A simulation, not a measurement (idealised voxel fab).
Process module heading - voxel gate over fins
Cross-sectional view cut (width: 235 nm; square cell size: 5 nm).
In what follows, cross-sections appear as grids of square cells, described through bands that run from the top down, where every band is one or more rows of cells.
Band: top height; bottom height; in nm. Then, left to right: material with width in nm, for each material. "full width": a single material spanning edge to edge. "air": empty space.
Note: height 0 marks the level under which the wafer is uniformly one material as received. Lowest band unbounded below, written "0 -> down".
Per-row width for "30 to 40": begins at first number (top row of band), ends at second number (bottom row), increment between rows held constant.
What does "no change occurred" mean for a step? It means no cell of the cross-section changed in that step.
Each empty space that has no open way to the top and spans at least 8 cells appears under "Cavities, closed" as width x height at distance, the distance counted from the left edge, all in nm.
Read whatever lies past the settings on a step's line as the simulator's own remark about the step.
overlay nm: where the mask lay relative to plan, measured to the right, on steps with a mask; negatives go left.
The process steps that were planned are listed below
| 1 | RECEIVE | material Si |
| 2 | CONFORMAL_DEP | material SiN | thk nm 5 |
| 3 | MASKED_ETCH | tone cover | mask id FINS | width nm 15 | pitch nm 55 | etch materials SiN | depth nm 5 | overlay nm -15 |
| 4 | MASKED_ETCH | tone cover | mask id FINS | width nm 15 | pitch nm 55 | etch materials Si | depth nm 40 | overlay nm 0 |
| 5 | OXIDIZE | depth nm 5 |
| 6 | FILL_DEP | material SiO2 | thk nm 10 |
| 7 | CMP | height nm 5 |
| 8 | PATTERN | tone open | mask id RAIL | material resist | width nm 15 | thk nm 20 | overlay nm 0 |
| 9 | DIRECTIONAL_ETCH | etch materials SiO2 | depth nm 40 |
| 10 | STRIP | etch materials resist |
| 11 | CONFORMAL_DEP | material TiN | thk nm 5 |
| 12 | FILL_DEP | material Ru | thk nm 5 |
| 13 | CMP | height nm 5 |
| 14 | SELECTIVE_ETCH | etch materials W Ru TiN | depth nm 25 |
| 15 | FILL_DEP | material SiO2 | thk nm 5 |
| 16 | CMP | height nm 5 |
| 17 | SELECTIVE_ETCH | etch materials SiO2 | depth nm 15 |
| 18 | STRIP | etch materials SiN |
| 19 | CONFORMAL_DEP | material HfO2 | thk nm 5 |
| 20 | CONFORMAL_DEP | material TiN | thk nm 5 |
| 21 | CONFORMAL_DEP | material TiAl | thk nm 5 |
| 22 | CONFORMAL_DEP | material TiN | thk nm 5 |
| 23 | FILL_DEP | material W | thk nm 15 |
| 24 | CMP | height nm 30 |
| 25 | CONFORMAL_DEP | material SiN | thk nm 5 |
Be aware that, although all wafers share a common starting state, the overlay nm at step 3 differs among them, and the plan displays the first wafer's value.
Cross-section of the first of several wafers as received (after step 1)
  0 -> down = Si full width
  Cavities, closed: none
So in this table every wafer gets its own row, and what you see is where it stands at the end of the module: for each material, how many cells it picked up (+) or gave up (-) since we received it, and after that its closed voids
overlay nm -15, +55 HfO2, +2 Ru, -357 Si, +47 SiN, +264 SiO2, +55 TiAl, +116 TiN, +147 W, Cavities, closed: none
overlay nm -10, +55 HfO2, +2 Ru, -373 Si, +47 SiN, +278 SiO2, +55 TiAl, +117 TiN, +148 W, Cavities, closed: none
overlay nm -5, +55 HfO2, +2 Ru, -389 Si, +47 SiN, +292 SiO2, +55 TiAl, +117 TiN, +150 W, Cavities, closed: none
overlay nm 0, +55 HfO2, +2 Ru, -405 Si, +47 SiN, +306 SiO2, +55 TiAl, +117 TiN, +152 W, Cavities, closed: none
overlay nm 5, +55 HfO2, +2 Ru, -389 Si, +47 SiN, +292 SiO2, +55 TiAl, +117 TiN, +150 W, Cavities, closed: none
overlay nm 10, +55 HfO2, +2 Ru, -373 Si, +47 SiN, +278 SiO2, +55 TiAl, +117 TiN, +148 W, Cavities, closed: none
overlay nm 15, +55 HfO2, -357 Si, +47 SiN, +267 SiO2, +55 TiAl, +115 TiN, +147 W, Cavities, closed: none
